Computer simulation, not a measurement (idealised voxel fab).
process module | voxel wiring stack
cross-section cut | 260 nm wide | cells 5 nm
A cross-section is a grid of square cells, given in bands from the top down. A band is one or more rows of cells.
Each band's line starts with the height of the band's top and of its bottom, in nm. Then come its materials from left to right, each with its width in nm. One material with "throughout" fills the band from edge to edge. "air" is empty space.
Height 0 is the level under which the wafer as received is all one material. The lowest band goes on downwards, as in "0 down".
A width such as "30 to 40" changes by the same amount from each row of cells to the next, from the band's top row to its bottom row.
"no change" after a step means that no cell of the cross-section changed.
closed voids: empty space of 8 cells or more with no open way to the top, each as width x height at its distance from the left edge, in nm
after a step's settings: what the simulator itself notes on the step
overlay nm, on a step with a mask: how far to the right of its planned place the mask lay; to the left if negative
plan
1 op RECEIVE | material Si
2 op CONFORMAL_DEP | material SiO2 | thk nm 10
3 op DIRECTIONAL_DEP | material TiN | thk nm 5
4 op DIRECTIONAL_DEP | material Ru | thk nm 25
5 op DIRECTIONAL_DEP | material aC | thk nm 10
6 op PATTERN | tone cover | mask id METAL_1 | material resist | width nm 20 | pitch nm 50 | thk nm 25 | overlay nm 0
7 op DIRECTIONAL_ETCH | etch materials aC | depth nm 10
8 op STRIP | etch materials resist
9 op DIRECTIONAL_ETCH | etch materials Ru | depth nm 25
10 op DIRECTIONAL_ETCH | etch materials TiN | depth nm 5
11 op STRIP | etch materials aC
12 op CONFORMAL_DEP | material SiN | thk nm 5
13 op FILL_DEP | material lowk | thk nm 10
14 op CMP | height nm 40
15 op CONFORMAL_DEP | material SiCN | thk nm 5
16 op DIRECTIONAL_DEP | material lowk | thk nm 25
17 op MASKED_ETCH | tone open | mask id METAL_2_HOLES | width nm 15 | pitch nm 50 | etch materials lowk | depth nm 25 | overlay nm 0
18 op PATTERN | tone open | mask id METAL_2 | material resist | width nm 20 | pitch nm 50 | thk nm 20 | overlay nm 0
19 op DIRECTIONAL_ETCH | etch materials lowk | depth nm 15
20 op DIRECTIONAL_ETCH | etch materials SiCN | depth nm 5
21 op STRIP | etch materials resist
22 op CONFORMAL_DEP | material TiN | thk nm 5
23 op FILL_DEP | material Ru | thk nm 5
24 op CMP | height nm 70
25 op CONFORMAL_DEP | material SiCN | thk nm 5
26 op DIRECTIONAL_DEP | material lowk | thk nm 35
27 op PATTERN | tone open | mask id METAL_3 | material resist | width nm 20 | pitch nm 50 | thk nm 20 | overlay nm 0
28 op DIRECTIONAL_ETCH | etch materials lowk | depth nm 20
29 op STRIP | etch materials resist
30 op MASKED_ETCH | tone open | mask id METAL_3_HOLES | width nm 15 | pitch nm 50 | etch materials lowk | depth nm 15 | overlay nm 0
31 op MASKED_ETCH | tone open | mask id METAL_3_HOLES | width nm 15 | pitch nm 50 | etch materials SiCN | depth nm 5 | overlay nm 0
32 op CONFORMAL_DEP | material TiN | thk nm 5
33 op FILL_DEP | material Cu | thk nm 5
34 op CMP | height nm 110
35 op CONFORMAL_DEP | material SiCN | thk nm 5
varied across the wafers: thk nm of step 3. The plan shows the first wafer's value. All wafers start alike
first wafer as received, after step 1
  0 down: Si throughout
  closed voids: none
first wafer at the end, after step 35
  115 to 110: SiCN throughout
  110 to 95: lowk 45 | TiN 5 | Cu 10 | TiN 5 | lowk 30 | TiN 5 | Cu 10 | TiN 5 | lowk 30 | TiN 5 | Cu 10 | TiN 5 | lowk 30 | TiN 5 | Cu 10 | TiN 5 | lowk 45
  95 to 90: lowk 45 | TiN 5 | Cu 5 | TiN 10 | lowk 30 | TiN 5 | Cu 5 | TiN 10 | lowk 30 | TiN 5 | Cu 5 | TiN 10 | lowk 30 | TiN 5 | Cu 5 | TiN 10 | lowk 45
  90 to 75: lowk 45 | TiN 5 | Cu 5 | TiN 5 | lowk 35 | TiN 5 | Cu 5 | TiN 5 | lowk 35 | TiN 5 | Cu 5 | TiN 5 | lowk 35 | TiN 5 | Cu 5 | TiN 5 | lowk 50
  75 to 70: SiCN 45 | TiN 15 | SiCN 35 | TiN 15 | SiCN 35 | TiN 15 | SiCN 35 | TiN 15 | SiCN 50
  70 to 60: lowk 45 | TiN 5 | Ru 10 | TiN 5 | lowk 30 | TiN 5 | Ru 10 | TiN 5 | lowk 30 | TiN 5 | Ru 10 | TiN 5 | lowk 30 | TiN 5 | Ru 10 | TiN 5 | lowk 45
  60 to 55: lowk 45 | TiN 5 | Ru 5 | TiN 10 | lowk 30 | TiN 5 | Ru 5 | TiN 10 | lowk 30 | TiN 5 | Ru 5 | TiN 10 | lowk 30 | TiN 5 | Ru 5 | TiN 10 | lowk 45
  55 to 45: lowk 45 | TiN 5 | Ru 5 | TiN 5 | lowk 35 | TiN 5 | Ru 5 | TiN 5 | lowk 35 | TiN 5 | Ru 5 | TiN 5 | lowk 35 | TiN 5 | Ru 5 | TiN 5 | lowk 50
  45 to 40: SiCN 45 | TiN 15 | SiCN 35 | TiN 15 | SiCN 35 | TiN 15 | SiCN 35 | TiN 15 | SiCN 50
  40 to 15: lowk 40 | SiN 5 | Ru 20 | SiN 5 | lowk 20 | SiN 5 | Ru 20 | SiN 5 | lowk 20 | SiN 5 | Ru 20 | SiN 5 | lowk 20 | SiN 5 | Ru 20 | SiN 5 | lowk 40
  15 to 10: SiN 45 | TiN 20 | SiN 30 | TiN 20 | SiN 30 | TiN 20 | SiN 30 | TiN 20 | SiN 45
  10 to 0: SiO2 throughout
  0 down: Si throughout
  closed voids: none
last wafer at the end
  115 to 110: SiCN throughout
  110 to 95: lowk 45 | TiN 5 | Cu 10 | TiN 5 | lowk 30 | TiN 5 | Cu 10 | TiN 5 | lowk 30 | TiN 5 | Cu 10 | TiN 5 | lowk 30 | TiN 5 | Cu 10 | TiN 5 | lowk 45
  95 to 90: lowk 45 | TiN 5 | Cu 5 | TiN 10 | lowk 30 | TiN 5 | Cu 5 | TiN 10 | lowk 30 | TiN 5 | Cu 5 | TiN 10 | lowk 30 | TiN 5 | Cu 5 | TiN 10 | lowk 45
  90 to 75: lowk 45 | TiN 5 | Cu 5 | TiN 5 | lowk 35 | TiN 5 | Cu 5 | TiN 5 | lowk 35 | TiN 5 | Cu 5 | TiN 5 | lowk 35 | TiN 5 | Cu 5 | TiN 5 | lowk 50
  75 to 70: SiCN 45 | TiN 15 | SiCN 35 | TiN 15 | SiCN 35 | TiN 15 | SiCN 35 | TiN 15 | SiCN 50
  70 to 60: lowk 45 | TiN 5 | Ru 10 | TiN 5 | lowk 30 | TiN 5 | Ru 10 | TiN 5 | lowk 30 | TiN 5 | Ru 10 | TiN 5 | lowk 30 | TiN 5 | Ru 10 | TiN 5 | lowk 45
  60 to 55: lowk 45 | TiN 5 | Ru 5 | TiN 10 | lowk 30 | TiN 5 | Ru 5 | TiN 10 | lowk 30 | TiN 5 | Ru 5 | TiN 10 | lowk 30 | TiN 5 | Ru 5 | TiN 10 | lowk 45
  55 to 45: lowk 45 | TiN 5 | Ru 5 | TiN 5 | lowk 35 | TiN 5 | Ru 5 | TiN 5 | lowk 35 | TiN 5 | Ru 5 | TiN 5 | lowk 35 | TiN 5 | Ru 5 | TiN 5 | lowk 50
  45 to 40: SiCN 45 | TiN 15 | SiCN 35 | TiN 15 | SiCN 35 | TiN 15 | SiCN 35 | TiN 15 | SiCN 50
  40 to 30: lowk 40 | SiN 5 | Ru 20 | SiN 5 | lowk 20 | SiN 5 | Ru 20 | SiN 5 | lowk 20 | SiN 5 | Ru 20 | SiN 5 | lowk 20 | SiN 5 | Ru 20 | SiN 5 | lowk 40
  30 to 25: SiN 45 | TiN 20 | SiN 30 | TiN 20 | SiN 30 | TiN 20 | SiN 30 | TiN 20 | SiN 45
  25 to 10: TiN throughout
  10 to 0: SiO2 throughout
  0 down: Si throughout
  closed voids: none
each wafer at the end: cells of each material gained (+) or lost (-) since it was received, then its closed voids
thk nm 5 | +40 Cu | +108 Ru | +132 SiCN | +76 SiN | +104 SiO2 | +144 TiN | +592 lowk | closed voids: none
thk nm 10 | +40 Cu | +92 Ru | +132 SiCN | +68 SiN | +104 SiO2 | +196 TiN | +564 lowk | closed voids: none
thk nm 15 | +40 Cu | +76 Ru | +132 SiCN | +60 SiN | +104 SiO2 | +248 TiN | +536 lowk | closed voids: none
thk nm 20 | +40 Cu | +60 Ru | +132 SiCN | +52 SiN | +104 SiO2 | +300 TiN | +508 lowk | closed voids: none
